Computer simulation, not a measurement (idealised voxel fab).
Proc. module: voxel self aligned vias
Each square cell in cross-section cut measures 5 nm, and the section as a whole is 255 nm wide.
A cross-section in this document is a grid of square cells, and it is written down as bands, the top band listed before the ones below it; a band is made up of one or more rows of cells. Top, bottom (nm), then materials left to right with widths (nm); lone material tagged "edge to edge" fills the whole band edge to edge; "blank" = empty space. Height datum 0, below which the as-received substrate wafer is one material. Lowest band open at the bottom, running downward: "0 -> down". The width entry "30 to 40" should be interpreted row by row: the top row of cells in the band takes the first number, the bottom row takes the second number, and the change between adjacent rows is uniform throughout. "remains unaltered" -> step changed no cross-section cell. Sealed voids: empty space of 8 cells or more with no open way to the top, each as width x height at its distance from the left edge, in nm. That trailing text on a step's line, after the settings, is the simulator's own remark on the step. overlay nm, on a step with a mask: how far to the right of its planned place the mask lay; to the left if negative.

The steps planned for the process are as follows
| 1 | RECEIVE (material Si) |
| 2 | CONFORMAL_DEP (material SiO2; thk nm 15) |
| 3 | CONFORMAL_DEP (material SiCN; thk nm 5) |
| 4 | DIRECTIONAL_DEP (material SiO2; thk nm 20) |
| 5 | PATTERN (tone open; mask id LINES; material resist; width nm 30; pitch nm 80; thk nm 20; overlay nm 0) |
| 6 | DIRECTIONAL_ETCH (etch materials SiO2; depth nm 20) |
| 7 | STRIP (etch materials resist) |
| 8 | CONFORMAL_DEP (material TiN; thk nm 5) |
| 9 | FILL_DEP (material W; thk nm 10) |
| 10 | CMP (height nm 40) |
| 11 | SELECTIVE_ETCH (etch materials W Ru TiN; depth nm 5) |
| 12 | FILL_DEP (material SiN; thk nm 10) |
| 13 | CMP (height nm 40) |
| 14 | DIRECTIONAL_DEP (material SiO2; thk nm 20) |
| 15 | DIRECTIONAL_DEP (material aC; thk nm 15) |
| 16 | PATTERN (tone open; mask id VIAS; material resist; width nm 50; thk nm 30; overlay nm 0) |
| 17 | DIRECTIONAL_ETCH (etch materials aC; depth nm 15) |
| 18 | STRIP (etch materials resist) |
| 19 | DIRECTIONAL_ETCH (etch materials SiO2; depth nm 20) |
| 20 | DIRECTIONAL_ETCH (etch materials SiN; depth nm 5) |
| 21 | STRIP (etch materials aC) |
| 22 | CONFORMAL_DEP (material TiN; thk nm 5) |
| 23 | FILL_DEP (material Cu; thk nm 5) |
| 24 | CMP (height nm 60) |
| 25 | CONFORMAL_DEP (material SiN; thk nm 5) |

So this is the incoming wafer in cross-section - it's already been through step 1
* 0 -> down = Si edge to edge
* Sealed voids: none

Here's the wafer cut in cross-section after the module, started and planned just like above, except one thing was done wrong in the run
* 65 -> 60 = SiN edge to edge
* 60 -> 45 = 60 SiO2, then 5 TiN, then 40 Cu, then 5 TiN, then 145 SiO2
* 45 -> 40 = 60 SiO2, then 50 TiN, then 145 SiO2
* 40 -> 35 = 60 SiN, then 10 TiN, then 30 SiO2, then 10 TiN, then 40 SiN, then 30 SiO2, then 75 SiN
* 35 -> 25 = 65 W, then 5 TiN, then 30 SiO2, then 5 TiN, then 40 W, then 5 TiN, then 30 SiO2, then 5 TiN, then 70 W
* 25 -> 20 = 70 TiN, then 30 SiO2, then 50 TiN, then 30 SiO2, then 75 TiN
* 20 -> 15 = SiCN edge to edge
* 15 -> 0 = SiO2 edge to edge
* 0 -> down = Si edge to edge
* Sealed voids: none
What went wrong in running the wafer? step 5 ran as: PATTERN (tone cover; mask id LINES; material resist; width nm 30; pitch nm 80; thk nm 20; overlay nm 0)
